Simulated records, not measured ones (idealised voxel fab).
You're looking at the process module voxel capacitor over wiring.
Shown is cross-section cut, with a width of 175 nm and square cells of size 5 nm.
Heads up, the way a cross-section reads in here is a grid of square cells, handed over as bands from the top down, with every band being one or more rows of cells.
In this notation a band is specified by the heights of its top and bottom, in that order and in nm, after which its materials appear from left to right, each paired with its width in nm. The word "all across" attached to a single material means that material fills the band from edge to edge; the word "blank" stands for empty space.
Height is counted from the level 0, under which the received wafer is composed throughout of one material. The lowest of the bands is not closed at the bottom but continues downward, in the notation "from 0 down".
Note: "30->40" means the width goes from the first number (top row of the band) to the second number (bottom row) in equal steps per row of cells.
"no change" (step): cross-section cells unchanged, all of them.
Closed empty spaces (no open way to the top) of 8 cells or more are what "Voids, fully enclosed" lists, each as width x height at distance from the left edge, nm for all three.
Formally, on a step line, whatever follows the settings is a remark that the simulator itself makes on the step.
Steps that use a mask can have "overlay nm" on their line. It says how far the mask sat to the right of where it was meant to be. Negative means to the left.

### So here's the lineup of process steps we planned
| 1 | RECEIVE: material Si |
| 2 | CONFORMAL_DEP: material SiO2, thk nm 10 |
| 3 | DIRECTIONAL_DEP: material TiN, thk nm 5 |
| 4 | DIRECTIONAL_DEP: material W, thk nm 20 |
| 5 | DIRECTIONAL_DEP: material aC, thk nm 10 |
| 6 | PATTERN: tone cover, mask id METAL_1, material resist, width nm 30, pitch nm 80, thk nm 25, overlay nm 0 |
| 7 | DIRECTIONAL_ETCH: etch materials aC, depth nm 10 |
| 8 | STRIP: etch materials resist |
| 9 | DIRECTIONAL_ETCH: etch materials W, depth nm 20 |
| 10 | DIRECTIONAL_ETCH: etch materials TiN, depth nm 5 |
| 11 | STRIP: etch materials aC |
| 12 | CONFORMAL_DEP: material SiCN, thk nm 5 |
| 13 | FILL_DEP: material lowk, thk nm 10 |
| 14 | CMP: height nm 35 |
| 15 | CONFORMAL_DEP: material SiCN, thk nm 5 |
| 16 | DIRECTIONAL_DEP: material lowk, thk nm 10 |
| 17 | PATTERN: tone open, mask id PLUG_1, material resist, width nm 15, thk nm 15, overlay nm 0 |
| 18 | DIRECTIONAL_ETCH: etch materials lowk, depth nm 10 |
| 19 | DIRECTIONAL_ETCH: etch materials SiCN, depth nm 5 |
| 20 | STRIP: etch materials resist |
| 21 | EPI: material Ru, thk nm 10 |
| 22 | EPI: material Ru, thk nm 5 |
| 23 | DIRECTIONAL_DEP: material TiN, thk nm 10 |
| 24 | DIRECTIONAL_DEP: material SiN, thk nm 5 |
| 25 | DIRECTIONAL_DEP: material TiN, thk nm 10 |
| 26 | PATTERN: tone cover, mask id UPPER_PLATE, material resist, width nm 55, thk nm 15, overlay nm 0 |
| 27 | DIRECTIONAL_ETCH: etch materials TiN, depth nm 10 |
| 28 | DIRECTIONAL_ETCH: etch materials SiN, depth nm 5 |
| 29 | STRIP: etch materials resist |
| 30 | MASKED_ETCH: tone cover, mask id LOWER_PLATE, width nm 65, etch materials TiN, depth nm 10, overlay nm 0 |
| 31 | FILL_DEP: material SiO2, thk nm 20 |
| 32 | CMP: height nm 90 |
| 33 | PATTERN: tone open, mask id PLUG_2, material resist, width nm 15, thk nm 15, overlay nm 0 |
| 34 | DIRECTIONAL_ETCH: etch materials SiO2, depth nm 15 |
| 35 | STRIP: etch materials resist |
| 36 | CONFORMAL_DEP: material TiN, thk nm 5 |
| 37 | FILL_DEP: material Ru, thk nm 10 |
| 38 | CMP: height nm 90 |
| 39 | CONFORMAL_DEP: material SiCN, thk nm 5 |

### Wafer cross-section on receipt, i.e. after step 1
* from 0 down | Si all across
* Voids, fully enclosed: none

### Below is the wafer in cross-section after the module was completed. It began from the starting point shown above and followed the plan shown above, except that one mistake was made while running it
* from 95 to 90 | SiCN all across
* from 90 to 80 | 55 SiO2  5 TiN  5 Ru  5 TiN  105 SiO2
* from 80 to 75 | 55 SiO2  15 TiN  105 SiO2
* from 75 to 65 | 45 SiO2  55 TiN  75 SiO2
* from 65 to 60 | 45 SiO2  55 SiN  75 SiO2
* from 60 to 50 | 40 SiO2  65 TiN  70 SiO2
* from 50 to 40 | 45 lowk  15 Ru  115 lowk
* from 40 to 35 | 45 SiCN  15 Ru  115 SiCN
* from 35 to 15 | 20 lowk  5 SiCN  40 W  5 SiCN  30 lowk  5 SiCN  40 W  5 SiCN  25 lowk
* from 15 to 10 | 25 SiCN  40 TiN  40 SiCN  40 TiN  30 SiCN
* from 10 to 0 | SiO2 all across
* from 0 down | Si all across
* Voids, fully enclosed: none
Here's what went sideways: heads up, step 6 didn't go per plan, it actually ran as PATTERN: tone cover, mask id METAL_1, material resist, width nm 40, pitch nm 80, thk nm 25, overlay nm 0
